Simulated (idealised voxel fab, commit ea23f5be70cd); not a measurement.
Name of the process module below: voxel capacitor over wiring
Section shown: cut. Width: 225 nm. Cell size: 5 nm, square.
A cross-section in this document is a grid of square cells, and it is written down as bands, the top band listed before the ones below it; a band is made up of one or more rows of cells.
Quick guide to a band line: top height, bottom height (nm) up front; then every material left to right with its width in nm. Only one material and it's marked "all across"? Then it fills the band edge to edge. And "empty" just means empty space.
Measure heights from 0. That's the level where, below it, the as-received wafer is all one material. The lowest band is bottomless and extends downward; write it as in "top 0, no bottom".
When a width is written as two numbers, as in "30..40", the first number is the width in the top row of cells of the band and the second is the width in its bottom row, and the width changes by the same amount from each row to the next.
You'll sometimes find "changes: none" written for a step, and that's the way of saying that nowhere in the cross-section did a cell change during that step.
In "closed voids" the enclosed voids are listed, meaning empty spaces of 8 cells or larger without any opening to the top. The form is width x height at distance, distance from the left edge, units nm.
On a step's line, text after the settings is the simulator commenting on that step.
overlay nm: on a step with a mask, how far right of its planned place the mask lay; negative means left.
### Planned process steps
| 1 | op RECEIVE | material Si |
| 2 | op CONFORMAL_DEP | material SiO2 | thk nm 10 |
| 3 | op DIRECTIONAL_DEP | material TiN | thk nm 5 |
| 4 | op DIRECTIONAL_DEP | material Ru | thk nm 15 |
| 5 | op DIRECTIONAL_DEP | material aC | thk nm 10 |
| 6 | op PATTERN | tone cover | mask id METAL_1 | material resist | width nm 30 | pitch nm 80 | thk nm 25 | overlay nm 0 |
| 7 | op DIRECTIONAL_ETCH | etch materials aC | depth nm 10 |
| 8 | op STRIP | etch materials resist |
| 9 | op DIRECTIONAL_ETCH | etch materials Ru | depth nm 15 |
| 10 | op DIRECTIONAL_ETCH | etch materials TiN | depth nm 5 |
| 11 | op STRIP | etch materials aC |
| 12 | op CONFORMAL_DEP | material SiCN | thk nm 5 |
| 13 | op FILL_DEP | material lowk | thk nm 10 |
| 14 | op CMP | height nm 30 |
| 15 | op CONFORMAL_DEP | material SiCN | thk nm 5 |
| 16 | op DIRECTIONAL_DEP | material SiO2 | thk nm 20 |
| 17 | op MASKED_ETCH | tone open | mask id PLUG_1 | width nm 15 | etch materials SiO2 | depth nm 20 | overlay nm 0 |
| 18 | op MASKED_ETCH | tone open | mask id PLUG_1 | width nm 15 | etch materials SiCN | depth nm 5 | overlay nm 0 |
| 19 | op EPI | material Ru | thk nm 10 |
| 20 | op EPI | material Ru | thk nm 10 |
| 21 | op EPI | material Ru | thk nm 5 |
| 22 | op DIRECTIONAL_DEP | material TiN | thk nm 10 |
| 23 | op DIRECTIONAL_DEP | material Al2O3 | thk nm 5 |
| 24 | op DIRECTIONAL_DEP | material TiN | thk nm 5 |
| 25 | op DIRECTIONAL_DEP | material aC | thk nm 10 |
| 26 | op PATTERN | tone cover | mask id UPPER_PLATE | material resist | width nm 55 | thk nm 30 | overlay nm 0 |
| 27 | op DIRECTIONAL_ETCH | etch materials aC | depth nm 10 |
| 28 | op STRIP | etch materials resist |
| 29 | op DIRECTIONAL_ETCH | etch materials TiN | depth nm 5 |
| 30 | op DIRECTIONAL_ETCH | etch materials Al2O3 | depth nm 5 |
| 31 | op STRIP | etch materials aC |
| 32 | op PATTERN | tone cover | mask id LOWER_PLATE | material resist | width nm 65 | thk nm 15 | overlay nm -15 |
| 33 | op DIRECTIONAL_ETCH | etch materials TiN | depth nm 10 |
| 34 | op STRIP | etch materials resist |
| 35 | op FILL_DEP | material SiO2 | thk nm 20 |
| 36 | op CMP | height nm 90 |
| 37 | op PATTERN | tone open | mask id PLUG_2 | material resist | width nm 15 | thk nm 20 | overlay nm 0 |
| 38 | op DIRECTIONAL_ETCH | etch materials SiO2 | depth nm 15 |
| 39 | op STRIP | etch materials resist |
| 40 | op CONFORMAL_DEP | material TiN | thk nm 5 |
| 41 | op FILL_DEP | material Cu | thk nm 10 |
| 42 | op CMP | height nm 90 |
| 43 | op CONFORMAL_DEP | material SiCN | thk nm 5 |
Variable across wafers: step 32 overlay nm (plan value is that of the first wafer; starting state common to all).
### Cut through the first of several wafers as received, post step 1
- top 0, no bottom = Si all across
- closed voids: none
### Quick key for the table: a row per wafer, taken at the end of the module. For each material it tells you how many cells the wafer gained (+) or lost (-) since it came in, and the closed voids come after
overlay nm -15; +11 Al2O3; +2 Cu; +51 Ru; +132 SiCN; +514 SiO2; +58 TiN; +87 lowk; closed voids: none
overlay nm -10; +11 Al2O3; +2 Cu; +51 Ru; +132 SiCN; +515 SiO2; +57 TiN; +87 lowk; closed voids: none
overlay nm -5; +11 Al2O3; +2 Cu; +51 Ru; +132 SiCN; +516 SiO2; +56 TiN; +87 lowk; closed voids: none
overlay nm 0; +11 Al2O3; +2 Cu; +51 Ru; +132 SiCN; +516 SiO2; +56 TiN; +87 lowk; closed voids: none
overlay nm 5; +11 Al2O3; +2 Cu; +51 Ru; +132 SiCN; +516 SiO2; +56 TiN; +87 lowk; closed voids: none
overlay nm 10; +11 Al2O3; +2 Cu; +51 Ru; +132 SiCN; +515 SiO2; +57 TiN; +87 lowk; closed voids: none
overlay nm 15; +11 Al2O3; +2 Cu; +51 Ru; +132 SiCN; +514 SiO2; +58 TiN; +87 lowk; closed voids: none
